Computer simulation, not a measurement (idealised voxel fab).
The process module that follows is named voxel tone inversion.
Pictured: cross-section cut, 270 nm wide, on a grid of 5 nm square cells.
The cross-sections in this document take the form of a grid made of square cells. They are written out as bands, in order from top to bottom. Each band consists of one or more rows of cells.
In this notation a band is specified by the heights of its top and bottom, in that order and in nm, after which its materials appear from left to right, each paired with its width in nm. The word "everywhere" attached to a single material means that material fills the band from edge to edge; the word "empty" stands for empty space.
The reference from which all heights are counted is 0, the level beneath which the as-received wafer is entirely one material; the lowest band, having no lower bound, proceeds downward and is written after the example "0 down".
Read "30..40" as a graded width: first number on top, second number at the bottom, same change between each pair of neighbouring rows.
Key: "no modification" - step with no changed cell in the cross-section.
Any empty space of 8 cells or more lacking an open way to the top shows up in "Trapped voids" as width x height at distance, distance from the left edge, in nm.
That trailing text on a step's line, after the settings, is the simulator's own remark on the step.
overlay nm: for a step with a mask, the amount by which the mask lay right of where it was planned; a negative amount means left of it.
Process steps foreseen in the plan:
step 1: RECEIVE, material Si
step 2: CONFORMAL_DEP, material SiCN, thk nm 5
step 3: DIRECTIONAL_DEP, material aC, thk nm 25
step 4: PATTERN, tone cover, mask id POSTS, material resist, width nm 25, pitch nm 45, thk nm 35, overlay nm 0
step 5: DIRECTIONAL_ETCH, etch materials aC, depth nm 25
step 6: STRIP, etch materials resist
step 7: FILL_DEP, material lowk, thk nm 5
step 8: CMP, height nm 30
step 9: STRIP, etch materials aC
Wafer, first of two, run as planned:
The cross-section here shows the wafer as received, i.e. in its state after step 1:
> 0 down | Si everywhere
> Trapped voids: none
Cross-section through the wafer, step 2 finished:
> 5 to 0 | SiCN everywhere
> Rest of section, below 0: as before.
Cross-section through the wafer, step 3 finished:
> 30 to 5 | aC everywhere
> Rest of section, below 5: as before.
Cross-section through the wafer, step 4 finished:
> 65 to 30 | empty 100 nm; resist 25 nm; empty 20 nm; resist 25 nm; empty 100 nm
> Rest of section, below 30: as before.
Cross-section through the wafer, step 5 finished:
> 40 to 30 | empty 100 nm; resist 25 nm; empty 20 nm; resist 25 nm; empty 100 nm
> 30 to 5 | empty 100 nm; aC 25 nm; empty 20 nm; aC 25 nm; empty 100 nm
> Rest of section, below 5: as before.
Cross-section through the wafer, step 6 finished:
> 30 to 5 | empty 100 nm; aC 25 nm; empty 20 nm; aC 25 nm; empty 100 nm
> Rest of section, below 5: as before.
Cross-section through the wafer, step 7 finished:
> 35 to 30 | lowk everywhere
> 30 to 5 | lowk 100 nm; aC 25 nm; lowk 20 nm; aC 25 nm; lowk 100 nm
> Rest of section, below 5: as before.
Cross-section through the wafer, step 8 finished:
> 30 to 5 | lowk 100 nm; aC 25 nm; lowk 20 nm; aC 25 nm; lowk 100 nm
> Rest of section, below 5: as before.
Cross-section through the wafer, step 9 finished:
> 30 to 5 | lowk 100 nm; empty 25 nm; lowk 20 nm; empty 25 nm; lowk 100 nm
> Rest of section, below 5: as before.
Okay, second wafer. Nothing different at the start, nothing different in the plan, just one mistake somewhere in the running. As far as step 3, counting that step, it's the first wafer all over again:
At the planned end of step 4, the second wafer in cross-section:
> 65 to 30 | empty 105 nm; resist 15 nm; empty 30 nm; resist 15 nm; empty 105 nm
> Rest of section, below 30: as before.
At the planned end of step 5, the second wafer in cross-section:
> 40 to 30 | empty 105 nm; resist 15 nm; empty 30 nm; resist 15 nm; empty 105 nm
> 30 to 5 | empty 105 nm; aC 15 nm; empty 30 nm; aC 15 nm; empty 105 nm
> Rest of section, below 5: as before.
At the planned end of step 6, the second wafer in cross-section:
> 30 to 5 | empty 105 nm; aC 15 nm; empty 30 nm; aC 15 nm; empty 105 nm
> Rest of section, below 5: as before.
At the planned end of step 7, the second wafer in cross-section:
> 35 to 30 | lowk everywhere
> 30 to 5 | lowk 105 nm; aC 15 nm; lowk 30 nm; aC 15 nm; lowk 105 nm
> Rest of section, below 5: as before.
At the planned end of step 8, the second wafer in cross-section:
> 30 to 5 | lowk 105 nm; aC 15 nm; lowk 30 nm; aC 15 nm; lowk 105 nm
> Rest of section, below 5: as before.
At the planned end of step 9, the second wafer in cross-section:
> 30 to 5 | lowk 105 nm; empty 15 nm; lowk 30 nm; empty 15 nm; lowk 105 nm
> Rest of section, below 5: as before.
What was the processing mistake? step 4 was run on a setting that differed from the plan, and what really ran there is PATTERN, tone cover, mask id POSTS, material resist, width nm 15, pitch nm 45, thk nm 35, overlay nm 0
End of process, cell counts, second wafer against first, materials with more or fewer: +20 lowk
